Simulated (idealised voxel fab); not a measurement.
Process module in this document: voxel capacitor over wiring
cross-section cut | 300 nm wide | cells 5 nm
Cross-sections here: square-cell grids, written as top-down lists of bands, a band being one or more rows of cells.
Heads up on the band format: heights come first, top then bottom, in nm. After that it's the materials left to right, each with its width in nm. A single material flagged "everywhere" fills the whole band edge to edge, and "air" means there's empty space there.
Heights from 0 (as-received wafer is one material below). Bottom band endless downward, as "0 and below".
The expression "30..40" gives the width at the extremes of the band, the first number at its top row of cells and the second at its bottom row, with the width changing by equal amounts from each row to the next in between.
Any step labelled "no modifications" changed none of the cells in the cross-section.
Voids not open to the top, 8 cells minimum: see "Enclosed void list". Written width x height at distance; distance is from the left edge; nm.
Note: text after step settings on the step line = simulator remark on that step.
overlay nm: how far to the right of its planned place the mask lay on this masked step (negative: to the left).

THIS SECTION LISTS THE PROCESS STEPS THAT WERE PLANNED
1 RECEIVE: material Si
2 CONFORMAL_DEP: material SiO2, thk nm 15
3 DIRECTIONAL_DEP: material TiN, thk nm 5
4 DIRECTIONAL_DEP: material W, thk nm 20
5 MASKED_ETCH: tone cover, mask id METAL_1, width nm 20, pitch nm 85, etch materials W, depth nm 20, overlay nm 0
6 MASKED_ETCH: tone cover, mask id METAL_1, width nm 20, pitch nm 85, etch materials TiN, depth nm 5, overlay nm 0
7 CONFORMAL_DEP: material SiCN, thk nm 5
8 FILL_DEP: material lowk, thk nm 5
9 CMP: height nm 40
10 CONFORMAL_DEP: material SiCN, thk nm 5
11 DIRECTIONAL_DEP: material SiO2, thk nm 20
12 PATTERN: tone open, mask id PLUG_1, material resist, width nm 15, thk nm 20, overlay nm 0
13 DIRECTIONAL_ETCH: etch materials SiO2, depth nm 20
14 DIRECTIONAL_ETCH: etch materials SiCN, depth nm 5
15 STRIP: etch materials resist
16 CONFORMAL_DEP: material TiN, thk nm 5
17 FILL_DEP: material Cu, thk nm 10
18 CMP: height nm 65
19 DIRECTIONAL_DEP: material TiN, thk nm 10
20 DIRECTIONAL_DEP: material HfO2, thk nm 5
21 DIRECTIONAL_DEP: material TiN, thk nm 10
22 DIRECTIONAL_DEP: material aC, thk nm 15
23 PATTERN: tone cover, mask id UPPER_PLATE, material resist, width nm 70, thk nm 30, overlay nm 0
24 DIRECTIONAL_ETCH: etch materials aC, depth nm 15
25 STRIP: etch materials resist
26 DIRECTIONAL_ETCH: etch materials TiN, depth nm 10
27 DIRECTIONAL_ETCH: etch materials HfO2, depth nm 5
28 STRIP: etch materials aC
29 MASKED_ETCH: tone cover, mask id LOWER_PLATE, width nm 80, etch materials TiN, depth nm 10, overlay nm 0
30 FILL_DEP: material SiO2, thk nm 15
31 CMP: height nm 100
32 PATTERN: tone open, mask id PLUG_2, material resist, width nm 15, thk nm 20, overlay nm -15
33 DIRECTIONAL_ETCH: etch materials SiO2, depth nm 10
34 STRIP: etch materials resist
35 CONFORMAL_DEP: material TiN, thk nm 5
36 FILL_DEP: material W, thk nm 5
37 CMP: height nm 100
38 CONFORMAL_DEP: material SiCN, thk nm 5
Quick note for whoever runs this: the wafers start identical, but the overlay nm at step 32 isn't the same across them. The plan just shows what the first wafer had.

CROSS-SECTIONAL VIEW OF THE FIRST OF SEVERAL WAFERS IN THE AS-RECEIVED CONDITION, CORRESPONDING TO THE STATE FOLLOWING STEP 1
> 0 and below  Si everywhere
> Enclosed void list: none

HERE'S THE FIRST OF SEVERAL WAFERS IN CROSS-SECTION, END OF THE MODULE, AFTER THE LAST STEP, STEP 38
> 105 down to 100  SiCN everywhere
> 100 down to 95  95 nm SiO2, then 5 nm TiN, then 5 nm W, then 5 nm TiN, then 190 nm SiO2
> 95 down to 90  95 nm SiO2, then 15 nm TiN, then 190 nm SiO2
> 90 down to 80  100 nm SiO2, then 70 nm TiN, then 130 nm SiO2
> 80 down to 75  100 nm SiO2, then 70 nm HfO2, then 130 nm SiO2
> 75 down to 65  95 nm SiO2, then 80 nm TiN, then 125 nm SiO2
> 65 down to 45  100 nm SiO2, then 5 nm TiN, then 5 nm Cu, then 5 nm TiN, then 185 nm SiO2
> 45 down to 40  100 nm SiCN, then 15 nm TiN, then 185 nm SiCN
> 40 down to 20  90 nm lowk, then 5 nm SiCN, then 20 nm W, then 5 nm SiCN, then 55 nm lowk, then 5 nm SiCN, then 20 nm W, then 5 nm SiCN, then 95 nm lowk
> 20 down to 15  95 nm SiCN, then 20 nm TiN, then 65 nm SiCN, then 20 nm TiN, then 100 nm SiCN
> 15 down to 0  SiO2 everywhere
> 0 and below  Si everywhere
> Enclosed void list: none

CROSS-SECTION, MODULE END, FINAL OF SEVERAL WAFERS
> 105 down to 100  SiCN everywhere
> 100 down to 95  125 nm SiO2, then 5 nm TiN, then 5 nm W, then 5 nm TiN, then 160 nm SiO2
> 95 down to 90  125 nm SiO2, then 15 nm TiN, then 160 nm SiO2
> 90 down to 80  100 nm SiO2, then 70 nm TiN, then 130 nm SiO2
> 80 down to 75  100 nm SiO2, then 70 nm HfO2, then 130 nm SiO2
> 75 down to 65  95 nm SiO2, then 80 nm TiN, then 125 nm SiO2
> 65 down to 45  100 nm SiO2, then 5 nm TiN, then 5 nm Cu, then 5 nm TiN, then 185 nm SiO2
> 45 down to 40  100 nm SiCN, then 15 nm TiN, then 185 nm SiCN
> 40 down to 20  90 nm lowk, then 5 nm SiCN, then 20 nm W, then 5 nm SiCN, then 55 nm lowk, then 5 nm SiCN, then 20 nm W, then 5 nm SiCN, then 95 nm lowk
> 20 down to 15  95 nm SiCN, then 20 nm TiN, then 65 nm SiCN, then 20 nm TiN, then 100 nm SiCN
> 15 down to 0  SiO2 everywhere
> 0 and below  Si everywhere
> Enclosed void list: none

BELOW: A ROW PER WAFER. CONTENTS AT END OF MODULE: FOR EVERY MATERIAL, CELLS GAINED SINCE RECEIPT (+) OR LOST SINCE RECEIPT (-); THEN CLOSED VOIDS
overlay nm -15; +4 Cu; +14 HfO2; +185 SiCN; +748 SiO2; +84 TiN; +33 W; +192 lowk; Enclosed void list: none
overlay nm -10; +4 Cu; +14 HfO2; +185 SiCN; +748 SiO2; +84 TiN; +33 W; +192 lowk; Enclosed void list: none
overlay nm -5; +4 Cu; +14 HfO2; +185 SiCN; +748 SiO2; +84 TiN; +33 W; +192 lowk; Enclosed void list: none
overlay nm 0; +4 Cu; +14 HfO2; +185 SiCN; +748 SiO2; +84 TiN; +33 W; +192 lowk; Enclosed void list: none
overlay nm 5; +4 Cu; +14 HfO2; +185 SiCN; +748 SiO2; +84 TiN; +33 W; +192 lowk; Enclosed void list: none
overlay nm 10; +4 Cu; +14 HfO2; +185 SiCN; +748 SiO2; +84 TiN; +33 W; +192 lowk; Enclosed void list: none
overlay nm 15; +4 Cu; +14 HfO2; +185 SiCN; +748 SiO2; +84 TiN; +33 W; +192 lowk; Enclosed void list: none
